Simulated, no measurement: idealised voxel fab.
Process module name: voxel trench capacitor
In the cross-section labelled cut, the width is 165 nm and each square cell is 5 nm.
The cross-sections in this document take the form of a grid made of square cells. They are written out as bands, in order from top to bottom. Each band consists of one or more rows of cells.
The band entry comprises the height of the band's top followed by the height of its bottom, expressed in nm, and subsequently the band's materials from left to right, each stated together with its width in nm. Where a single material is marked with the word "full width", that material fills the band from edge to edge. The word "empty" represents empty space.
Measure heights from 0. That's the level where, below it, the as-received wafer is all one material. The lowest band is bottomless and extends downward; write it as in "z 0 and below".
So if you see something like "30..40" for the width, read it as the top row of the band sitting at the first number and the bottom row at the second, with every row in between moving by the same amount as the last.
Where a step carries "all unchanged", the cross-section came out of it unchanged, cell for cell.
"Closed void inventory" lists enclosed empty spaces (at least 8 cells, no open path upward to the top), each as width x height at distance from the left edge, in nm.
The remark found on a step's line after its settings is issued by the simulator itself and pertains to that step.
A step's line can hold "overlay nm"; with a mask on that step, the setting says how far right of the planned place the mask lay, while a negative setting says it lay to the left.

### Planned process steps
step 1: RECEIVE | material Si
step 2: CONFORMAL_DEP | material SiN | thk nm 5
step 3: DIRECTIONAL_DEP | material aC | thk nm 15
step 4: PATTERN | tone open | mask id TRENCH | material resist | width nm 15 | pitch nm 40 | thk nm 35 | overlay nm 0
step 5: DIRECTIONAL_ETCH | etch materials aC | depth nm 15
step 6: STRIP | etch materials resist
step 7: DIRECTIONAL_ETCH | etch materials SiN | depth nm 5
step 8: DIRECTIONAL_ETCH | etch materials Si | depth nm 30
step 9: STRIP | etch materials aC
step 10: CONFORMAL_DEP | material Al2O3 | thk nm 5
step 11: FILL_DEP | material polySi | thk nm 5
step 12: CMP | height nm 5
Wafer-to-wafer difference: depth nm, step 8. Common start. Plan = first wafer's value.

### first wafer as received, after step 1
- z 0 and below  Si full width
- Closed void inventory: none

### End of module: cross-section of the first of several wafers after step 12, the last step
- z 5 to 0  SiN 35 | Al2O3 5 | polySi 5 | Al2O3 5 | SiN 25 | Al2O3 5 | polySi 5 | Al2O3 5 | SiN 25 | Al2O3 5 | polySi 5 | Al2O3 5 | SiN 35
- z 0 to -25  Si 35 | Al2O3 5 | polySi 5 | Al2O3 5 | Si 25 | Al2O3 5 | polySi 5 | Al2O3 5 | Si 25 | Al2O3 5 | polySi 5 | Al2O3 5 | Si 35
- z -25 to -30  Si 35 | Al2O3 15 | Si 25 | Al2O3 15 | Si 25 | Al2O3 15 | Si 35
- z -30 and below  Si full width
- Closed void inventory: none

### At the end of the module, the last of several wafers in cross-section
- z 5 to 0  SiN 35 | Al2O3 5 | polySi 5 | Al2O3 5 | SiN 25 | Al2O3 5 | polySi 5 | Al2O3 5 | SiN 25 | Al2O3 5 | polySi 5 | Al2O3 5 | SiN 35
- z 0 to -50  Si 35 | Al2O3 5 | polySi 5 | Al2O3 5 | Si 25 | Al2O3 5 | polySi 5 | Al2O3 5 | Si 25 | Al2O3 5 | polySi 5 | Al2O3 5 | Si 35
- z -50 to -55  Si 35 | Al2O3 15 | Si 25 | Al2O3 15 | Si 25 | Al2O3 15 | Si 35
- z -55 and below  Si full width
- Closed void inventory: none

### The table below has one row for each wafer; a row shows, as of the end of the module, how many cells of each material the wafer has gained, marked (+), or lost, marked (-), since it was received, and then the wafer's closed voids
depth nm 30 | +45 Al2O3 | -54 Si | +24 SiN | +18 polySi | Closed void inventory: none
depth nm 35 | +51 Al2O3 | -63 Si | +24 SiN | +21 polySi | Closed void inventory: none
depth nm 40 | +57 Al2O3 | -72 Si | +24 SiN | +24 polySi | Closed void inventory: none
depth nm 45 | +63 Al2O3 | -81 Si | +24 SiN | +27 polySi | Closed void inventory: none
depth nm 50 | +69 Al2O3 | -90 Si | +24 SiN | +30 polySi | Closed void inventory: none
depth nm 55 | +75 Al2O3 | -99 Si | +24 SiN | +33 polySi | Closed void inventory: none
